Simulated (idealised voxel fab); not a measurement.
Herein follows the process module entitled voxel spacer lines.
For reference, the cross-section in this document is cut, with width 260 nm and square cells of 5 nm.
Just so we're on the same page, the cross-sections are grids of square cells, and they're listed out in bands top to bottom, each band one or more rows deep. First you get the band's top height and its bottom height, in nm, and then the materials it's made of, left to right, with each width in nm. If you see a single material with "all across", that one covers the band edge to edge. "blank" is empty space. A quick word on heights: they are counted from 0, and under that level the wafer as it came to us is one material throughout. The lowest band is different from the rest in having no bottom; it simply continues downward, written as in "top 0, no bottom". Note: "30 to 40" means the width goes from the first number (top row of the band) to the second number (bottom row) in equal steps per row of cells. "stayed the same" means the step left every cell of the cross-section as it was. Enclosed void listing: empty space of 8 cells or more with no open way to the top, each as width x height at its distance from the left edge, in nm. If you see something after the settings on a step's line, that's the simulator's own remark about that step. Each step line may optionally specify "overlay nm", which for a step with a mask gives the rightward distance between the mask's planned place and where it lay, a negative value indicating the leftward direction. Quick note on how to read the rest: it's all pairs. You get the cross-section before a process step and the one after, but the after one only goes down as far as the lowest band that changed. The step in between, with its settings, sits under the pair. Heads up, the pairs can come from different runs of this module on the same starting wafer, so don't assume a pair picks up from the one above unless its "Status quo ante" entry says it does.
### Status quo ante
* top 55, bottom 45 = 55 SiO2  5 blank  65 SiO2  5 blank  65 SiO2  5 blank  60 SiO2
* top 45, bottom 30 = 45 aC  10 SiO2  5 blank  10 SiO2  45 aC  10 SiO2  5 blank  10 SiO2  45 aC  10 SiO2  5 blank  10 SiO2  50 aC
* top 30, bottom 20 = 45 aC  25 SiO2  45 aC  25 SiO2  45 aC  25 SiO2  50 aC
* top 20, bottom 10 = SiN all across
* top 10, bottom 0 = Al2O3 all across
* top 0, no bottom = Si all across
* Enclosed void listing: none
### Cross-Section Thereafter
* top 45, bottom 20 = 45 aC  10 SiO2  5 blank  10 SiO2  45 aC  10 SiO2  5 blank  10 SiO2  45 aC  10 SiO2  5 blank  10 SiO2  50 aC
* Lower than 20, everything is as it was.
* Enclosed void listing: none
Step between the pre-process and post-process cross-sections given above: DIRECTIONAL_ETCH: etch materials SiO2, depth nm 10
Status quo ante: the wafer arrives at this step looking as the after cross-section in the pair just above shows it.
### Cross-Section Thereafter
* top 45, bottom 20 = 45 blank  10 SiO2  5 blank  10 SiO2  45 blank  10 SiO2  5 blank  10 SiO2  45 blank  10 SiO2  5 blank  10 SiO2  50 blank
* Lower than 20, everything is as it was.
* Enclosed void listing: none
Step between the pre-process and post-process cross-sections given above: STRIP: etch materials aC
Status quo ante: the wafer arrives at this step looking as the after cross-section in the pair just above shows it.
### Cross-Section Thereafter
* top 45, bottom 20 = 45 blank  10 SiO2  5 blank  10 SiO2  45 blank  10 SiO2  5 blank  10 SiO2  45 blank  10 SiO2  5 blank  10 SiO2  50 blank
* top 20, bottom 10 = 45 blank  10 SiN  5 blank  10 SiN  45 blank  10 SiN  5 blank  10 SiN  45 blank  10 SiN  5 blank  10 SiN  50 blank
* Lower than 10, everything is as it was.
* Enclosed void listing: none
Step between the pre-process and post-process cross-sections given above: DIRECTIONAL_ETCH: etch materials SiN, depth nm 10
Status quo ante: the wafer arrives at this step looking as the after cross-section in the pair just above shows it.
### Cross-Section Thereafter
* top 20, bottom 10 = 45 blank  10 SiN  5 blank  10 SiN  45 blank  10 SiN  5 blank  10 SiN  45 blank  10 SiN  5 blank  10 SiN  50 blank
* Lower than 10, everything is as it was.
* Enclosed void listing: none
Step between the pre-process and post-process cross-sections given above: STRIP: etch materials SiO2
